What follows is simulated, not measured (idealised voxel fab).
Module name: voxel capacitor over wiring (process module)
Displayed cross-section: cut, width of 220 nm, square cells sized 5 nm.
Throughout this document, each cross-section is represented as a grid of square cells and is presented as a sequence of bands enumerated from the top downward, where a band comprises one or more rows of cells. The entry gives the band's vertical extent as a top height and a bottom height in nm, then its horizontal make-up as materials from left to right, each with a width in nm. "air" stands for empty space; a single material marked "all across" fills the band edge to edge. Heights are expressed relative to 0, this being the level below which the as-received wafer comprises one material exclusively. The lowest band is unbounded in the downward direction and is denoted as in "top 0, no bottom". Width: "30..40" (first number = top row, second number = bottom row, same change from row to row of cells). Reading "nothing got changed" for a step: not a cell of the cross-section changed in it. "Closed void table" contains a list of empty spaces, each no smaller than 8 cells and without an open way to the top, written in the form width x height at distance with the distance from the left edge and all three in nm. Heads up: the bit after the settings on a step's line is the simulator's remark on that step. overlay nm: mask offset rightward from planned place, masked step; negative means leftward offset. Reading guide: pairs of cross-sections, before and after one process step; after view cut off at lowest changed band; step and settings listed under each pair. Pairs may stem from different runs of this module on the same starting wafer; continuity with the pair above only where the "Before-step section" entry states it.

### Before-step section
  top 130, bottom 115: resist 80, then air 15, then resist 125
  top 115, bottom 100: aC 80, then air 15, then aC 125
  top 100, bottom 90: SiO2 all across
  top 90, bottom 80: SiO2 70, then TiN 55, then SiO2 95
  top 80, bottom 75: SiO2 70, then HfO2 55, then SiO2 95
  top 75, bottom 65: Cu all across
  top 65, bottom 45: lowk 70, then TiN 5, then Ru 5, then TiN 5, then lowk 135
  top 45, bottom 40: SiCN 70, then TiN 15, then SiCN 135
  top 40, bottom 20: lowk 60, then SiCN 5, then W 20, then SiCN 5, then lowk 40, then SiCN 5, then W 20, then SiCN 5, then lowk 60
  top 20, bottom 15: SiCN 65, then TiN 20, then SiCN 50, then TiN 20, then SiCN 65
  top 15, bottom 0: SiO2 all across
  top 0, no bottom: Si all across
  Closed void table: none

### State After Step
  top 115, bottom 100: aC 80, then air 15, then aC 125
  Below a height of 100, the structure has not been altered.
  Closed void table: none
To go from the before cross-section above to the after cross-section, apply STRIP: etch materials resist

Before-step section: The structure entering this step is exactly what the pair just above shows after its step.

### State After Step
  top 115, bottom 100: aC 80, then air 15, then aC 125
  top 100, bottom 90: SiO2 80, then air 15, then SiO2 125
  Below a height of 90, the structure has not been altered.
  Closed void table: none
To go from the before cross-section above to the after cross-section, apply DIRECTIONAL_ETCH: etch materials SiO2, depth nm 10

Before-step section: The structure entering this step is exactly what the pair just above shows after its step.

### State After Step
  top 100, bottom 90: SiO2 80, then air 15, then SiO2 125
  Below a height of 90, the structure has not been altered.
  Closed void table: none
To go from the before cross-section above to the after cross-section, apply STRIP: etch materials aC

Before-step section: The structure entering this step is exactly what the pair just above shows after its step.

### State After Step
  top 105, bottom 100: TiN 85, then air 5, then TiN 130
  top 100, bottom 95: SiO2 80, then TiN 5, then air 5, then TiN 5, then SiO2 125
  top 95, bottom 90: SiO2 80, then TiN 15, then SiO2 125
  Below a height of 90, the structure has not been altered.
  Closed void table: none
To go from the before cross-section above to the after cross-section, apply CONFORMAL_DEP: material TiN, thk nm 5

Before-step section: The structure entering this step is exactly what the pair just above shows after its step.

### State After Step
  top 115, bottom 105: Cu all across
  top 105, bottom 100: TiN 85, then Cu 5, then TiN 130
  top 100, bottom 95: SiO2 80, then TiN 5, then Cu 5, then TiN 5, then SiO2 125
  Below a height of 95, the structure has not been altered.
  Closed void table: none
To go from the before cross-section above to the after cross-section, apply FILL_DEP: material Cu, thk nm 10

Before-step section: The structure entering this step is exactly what the pair just above shows after its step.

### State After Step
  top 100, bottom 95: SiO2 80, then TiN 5, then Cu 5, then TiN 5, then SiO2 125
  Below a height of 95, the structure has not been altered.
  Closed void table: none
To go from the before cross-section above to the after cross-section, apply CMP: height nm 100

Before-step section: The structure entering this step is exactly what the pair just above shows after its step.

### State After Step
  top 105, bottom 100: SiN all across
  Below a height of 100, the structure has not been altered.
  Closed void table: none
To go from the before cross-section above to the after cross-section, apply CONFORMAL_DEP: material SiN, thk nm 5

### Before-step section
  top 115, bottom 100: aC all across
  top 100, bottom 90: SiO2 all across
  top 90, bottom 80: SiO2 70, then TiN 55, then SiO2 95
  top 80, bottom 75: SiO2 70, then HfO2 55, then SiO2 95
  top 75, bottom 65: SiO2 65, then TiN 65, then SiO2 90
  top 65, bottom 45: lowk 70, then TiN 5, then Ru 5, then TiN 5, then lowk 135
  top 45, bottom 40: SiCN 70, then TiN 15, then SiCN 135
  top 40, bottom 20: lowk 60, then SiCN 5, then W 20, then SiCN 5, then lowk 40, then SiCN 5, then W 20, then SiCN 5, then lowk 60
  top 20, bottom 15: SiCN 65, then TiN 20, then SiCN 50, then TiN 20, then SiCN 65
  top 15, bottom 0: SiO2 all across
  top 0, no bottom: Si all across
  Closed void table: none

### State After Step
  top 145, bottom 115: air 80, then resist 15, then air 125
  Below a height of 115, the structure has not been altered.
  Closed void table: none
To go from the before cross-section above to the after cross-section, apply PATTERN: tone cover, mask id PLUG_2, material resist, width nm 15, thk nm 30, overlay nm 0

Before-step section: The structure entering this step is exactly what the pair just above shows after its step.

### State After Step
  top 130, bottom 115: air 80, then resist 15, then air 125
  top 115, bottom 100: air 80, then aC 15, then air 125
  Below a height of 100, the structure has not been altered.
  Closed void table: none
To go from the before cross-section above to the after cross-section, apply DIRECTIONAL_ETCH: etch materials aC, depth nm 15

Before-step section: The structure entering this step is exactly what the pair just above shows after its step.

### State After Step
  top 115, bottom 100: air 80, then aC 15, then air 125
  Below a height of 100, the structure has not been altered.
  Closed void table: none
To go from the before cross-section above to the after cross-section, apply STRIP: etch materials resist

Before-step section: The structure entering this step is exactly what the pair just above shows after its step.

### State After Step
  top 115, bottom 100: air 80, then aC 15, then air 125
  top 100, bottom 90: air 80, then SiO2 15, then air 125
  Below a height of 90, the structure has not been altered.
  Closed void table: none
To go from the before cross-section above to the after cross-section, apply DIRECTIONAL_ETCH: etch materials SiO2, depth nm 10

Before-step section: The structure entering this step is exactly what the pair just above shows after its step.

### State After Step
  top 100, bottom 90: air 80, then SiO2 15, then air 125
  Below a height of 90, the structure has not been altered.
  Closed void table: none
To go from the before cross-section above to the after cross-section, apply STRIP: etch materials aC

Before-step section: The structure entering this step is exactly what the pair just above shows after its step.

### State After Step
  top 105, bottom 100: air 75, then TiN 25, then air 120
  top 100, bottom 95: air 75, then TiN 5, then SiO2 15, then TiN 5, then air 120
  top 95, bottom 90: TiN 80, then SiO2 15, then TiN 125
  Below a height of 90, the structure has not been altered.
  Closed void table: none
To go from the before cross-section above to the after cross-section, apply CONFORMAL_DEP: material TiN, thk nm 5

Before-step section: The structure entering this step is exactly what the pair just above shows after its step.

### State After Step
  top 115, bottom 105: Cu all across
  top 105, bottom 100: Cu 75, then TiN 25, then Cu 120
  top 100, bottom 95: Cu 75, then TiN 5, then SiO2 15, then TiN 5, then Cu 120
  Below a height of 95, the structure has not been altered.
  Closed void table: none
To go from the before cross-section above to the after cross-section, apply FILL_DEP: material Cu, thk nm 10

Before-step section: The structure entering this step is exactly what the pair just above shows after its step.

### State After Step
  top 100, bottom 95: Cu 75, then TiN 5, then SiO2 15, then TiN 5, then Cu 120
  Below a height of 95, the structure has not been altered.
  Closed void table: none
To go from the before cross-section above to the after cross-section, apply CMP: height nm 100

Before-step section: The structure entering this step is exactly what the pair just above shows after its step.

### State After Step
  top 105, bottom 100: SiN all across
  Below a height of 100, the structure has not been altered.
  Closed void table: none
To go from the before cross-section above to the after cross-section, apply CONFORMAL_DEP: material SiN, thk nm 5
